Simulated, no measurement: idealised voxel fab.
Proc. module: voxel transistor to metal
Section cut is 245 nm wide and gridded with 5 nm square cells.
Cross-section spec: square-cell grid; bands listed top down; each band is one or more rows. Quick guide to a band line: top height, bottom height (nm) up front; then every material left to right with its width in nm. Only one material and it's marked "all across"? Then it fills the band edge to edge. And "empty" just means empty space. The level at which height equals 0 is the one under which the wafer, as it arrives, is entirely one material. No lower edge exists for the bottom band, which continues downward and is notated as in "0 down". The expression "30->40" gives the width at the extremes of the band, the first number at its top row of cells and the second at its bottom row, with the width changing by equal amounts from each row to the next in between. For the purposes of this document, the phrase "remained the same" attached to a step denotes that no cell within the cross-section was modified by that step. "closed voids" lists enclosed empty spaces (at least 8 cells, no open path upward to the top), each as width x height at distance from the left edge, in nm. Note: text after step settings on the step line = simulator remark on that step. "overlay nm", when on a step's line for a step with a mask, measures how far to the right of its planned place the mask lay; a negative measure means to the left.
## The planned process steps are enumerated hereunder
step 1: RECEIVE | material Si
step 2: OXIDIZE | depth nm 5
step 3: CONFORMAL_DEP | material SiN | thk nm 10
step 4: MASKED_ETCH | tone cover | mask id ACTIVE | width nm 95 | pitch nm 115 | etch materials SiN | depth nm 10 | overlay nm 0
step 5: MASKED_ETCH | tone cover | mask id ACTIVE | width nm 95 | pitch nm 115 | etch materials SiO2 | depth nm 5 | overlay nm 0
step 6: MASKED_ETCH | tone cover | mask id ACTIVE | width nm 95 | pitch nm 115 | etch materials Si | depth nm 35 | overlay nm 0
step 7: OXIDIZE | depth nm 5
step 8: FILL_DEP | material SiO2 | thk nm 10
step 9: CMP | height nm 10
step 10: SELECTIVE_ETCH | etch materials SiO2 | depth nm 10
step 11: STRIP | etch materials SiN
step 12: SELECTIVE_ETCH | etch materials SiO2 | depth nm 5
step 13: OXIDIZE | depth nm 5
step 14: DIRECTIONAL_DEP | material polySi | thk nm 30
step 15: DIRECTIONAL_DEP | material SiCN | thk nm 15
step 16: MASKED_ETCH | tone cover | mask id GATE | width nm 25 | pitch nm 115 | etch materials SiCN | depth nm 25 | overlay nm 0
step 17: MASKED_ETCH | tone cover | mask id GATE | width nm 25 | pitch nm 115 | etch materials polySi | depth nm 40 | overlay nm 0
step 18: CONFORMAL_DEP | material SiN | thk nm 10
step 19: DIRECTIONAL_ETCH | etch materials SiN | depth nm 10
step 20: DIRECTIONAL_ETCH | etch materials SiO2 | depth nm 5
step 21: DIRECTIONAL_ETCH | etch materials Si | depth nm 10
step 22: EPI | material SiGe | thk nm 10
step 23: FILL_DEP | material SiO2 | thk nm 5
step 24: CMP | height nm 25
step 25: STRIP | etch materials polySi
step 26: SELECTIVE_ETCH | etch materials SiO2 | depth nm 5
step 27: CONFORMAL_DEP | material HfO2 | thk nm 5
step 28: CONFORMAL_DEP | material TiN | thk nm 5
step 29: FILL_DEP | material W | thk nm 10
step 30: CMP | height nm 20
step 31: DIRECTIONAL_DEP | material SiO2 | thk nm 15
step 32: DIRECTIONAL_DEP | material aC | thk nm 10
step 33: PATTERN | tone open | mask id CONTACT | material resist | width nm 15 | thk nm 30 | overlay nm 0
step 34: DIRECTIONAL_ETCH | etch materials aC | depth nm 10
step 35: STRIP | etch materials resist
step 36: DIRECTIONAL_ETCH | etch materials SiO2 | depth nm 45
step 37: STRIP | etch materials aC
step 38: CONFORMAL_DEP | material TiN | thk nm 5
step 39: FILL_DEP | material W | thk nm 5
step 40: CMP | height nm 35
step 41: CONFORMAL_DEP | material SiCN | thk nm 5
step 42: DIRECTIONAL_DEP | material lowk | thk nm 25
step 43: DIRECTIONAL_DEP | material aC | thk nm 15
step 44: PATTERN | tone open | mask id METAL_1 | material resist | width nm 15 | thk nm 35 | overlay nm 0
step 45: DIRECTIONAL_ETCH | etch materials aC | depth nm 15
step 46: STRIP | etch materials resist
step 47: DIRECTIONAL_ETCH | etch materials lowk | depth nm 25
step 48: DIRECTIONAL_ETCH | etch materials SiCN | depth nm 5
step 49: STRIP | etch materials aC
step 50: CONFORMAL_DEP | material TiN | thk nm 5
step 51: FILL_DEP | material Cu | thk nm 10
step 52: CMP | height nm 65
step 53: CONFORMAL_DEP | material SiCN | thk nm 5
step 54: DIRECTIONAL_DEP | material SiO2 | thk nm 25
step 55: DIRECTIONAL_DEP | material aC | thk nm 10
step 56: PATTERN | tone open | mask id METAL_2 | material resist | width nm 15 | pitch nm 115 | thk nm 25 | overlay nm 0
step 57: DIRECTIONAL_ETCH | etch materials aC | depth nm 10
step 58: STRIP | etch materials resist
step 59: DIRECTIONAL_ETCH | etch materials SiO2 | depth nm 15
step 60: STRIP | etch materials aC
step 61: DIRECTIONAL_DEP | material aC | thk nm 15
step 62: PATTERN | tone open | mask id METAL_2_HOLES | material resist | width nm 15 | pitch nm 115 | thk nm 35 | overlay nm 0
step 63: DIRECTIONAL_ETCH | etch materials aC | depth nm 15
step 64: STRIP | etch materials resist
step 65: DIRECTIONAL_ETCH | etch materials SiO2 | depth nm 10
step 66: DIRECTIONAL_ETCH | etch materials SiCN | depth nm 5
step 67: STRIP | etch materials aC
step 68: CONFORMAL_DEP | material TiN | thk nm 5
step 69: FILL_DEP | material Cu | thk nm 10
step 70: CMP | height nm 95
step 71: CONFORMAL_DEP | material SiN | thk nm 5
## Cross-sectional view of the wafer in its as-received condition, corresponding to the state after step 1
* 0 down: Si all across
* closed voids: none
## End-of-module cross-section. Starting structure and process plan as above; one mistake made in running it
* 100 to 95: SiN all across
* 95 to 70: SiO2 20 / TiN 5 / Cu 5 / TiN 5 / SiO2 100 / TiN 5 / Cu 5 / TiN 5 / SiO2 95
* 70 to 65: SiCN 20 / TiN 15 / SiCN 100 / TiN 15 / SiCN 95
* 65 to 40: lowk 25 / TiN 5 / Cu 5 / TiN 5 / lowk 55 / TiN 5 / Cu 5 / TiN 5 / lowk 30 / TiN 5 / Cu 5 / TiN 5 / lowk 55 / TiN 5 / Cu 5 / TiN 5 / lowk 20
* 40 to 35: SiCN 25 / TiN 15 / SiCN 55 / TiN 15 / SiCN 30 / TiN 15 / SiCN 55 / TiN 15 / SiCN 20
* 35 to 20: SiO2 20 / TiN 5 / W 5 / TiN 5 / SiO2 55 / TiN 5 / W 5 / TiN 5 / SiO2 30 / TiN 5 / W 5 / TiN 5 / SiO2 55 / TiN 5 / W 5 / TiN 5 / SiO2 25
* 20 to 5: SiO2 20 / TiN 5 / W 5 / TiN 5 / SiO2 5 / SiN 10 / HfO2 5 / TiN 5 / W 5 / TiN 5 / HfO2 5 / SiN 10 / SiO2 5 / TiN 5 / W 5 / TiN 5 / SiO2 30 / TiN 5 / W 5 / TiN 5 / SiO2 5 / SiN 10 / HfO2 5 / TiN 5 / W 5 / TiN 5 / HfO2 5 / SiN 10 / SiO2 5 / TiN 5 / W 5 / TiN 5 / SiO2 25
* 5 to 0: SiO2 20 / TiN 15 / SiO2 5 / SiN 10 / HfO2 5 / TiN 5 / W 5 / TiN 5 / HfO2 5 / SiN 10 / SiO2 5 / TiN 15 / SiO2 30 / TiN 15 / SiO2 5 / SiN 10 / HfO2 5 / TiN 5 / W 5 / TiN 5 / HfO2 5 / SiN 10 / SiO2 5 / TiN 15 / SiO2 25
* 0 to -5: SiO2 20 / TiN 10 / SiGe 10 / SiN 10 / HfO2 5 / TiN 15 / HfO2 5 / SiN 10 / SiGe 10 / TiN 10 / SiO2 30 / TiN 10 / SiGe 10 / SiN 10 / HfO2 5 / TiN 15 / HfO2 5 / SiN 10 / SiGe 10 / TiN 10 / SiO2 25
* -5 to -10: SiO2 20 / TiN 10 / SiGe 10 / SiO2 5 / HfO2 35 / SiO2 5 / SiGe 10 / TiN 10 / SiO2 30 / TiN 10 / SiGe 10 / SiO2 5 / HfO2 35 / SiO2 5 / SiGe 10 / TiN 10 / SiO2 25
* -10 to -20: SiO2 20 / SiGe 20 / Si 45 / SiGe 20 / SiO2 30 / SiGe 20 / Si 45 / SiGe 20 / SiO2 25
* -20 to -45: SiO2 20 / Si 85 / SiO2 30 / Si 85 / SiO2 25
* -45 down: Si all across
* closed voids: none
Nonconformance to the process plan: planned and actual differ for step 44; actual: PATTERN | tone open | mask id METAL_1 | material resist | width nm 15 | thk nm 35 | overlay nm 5
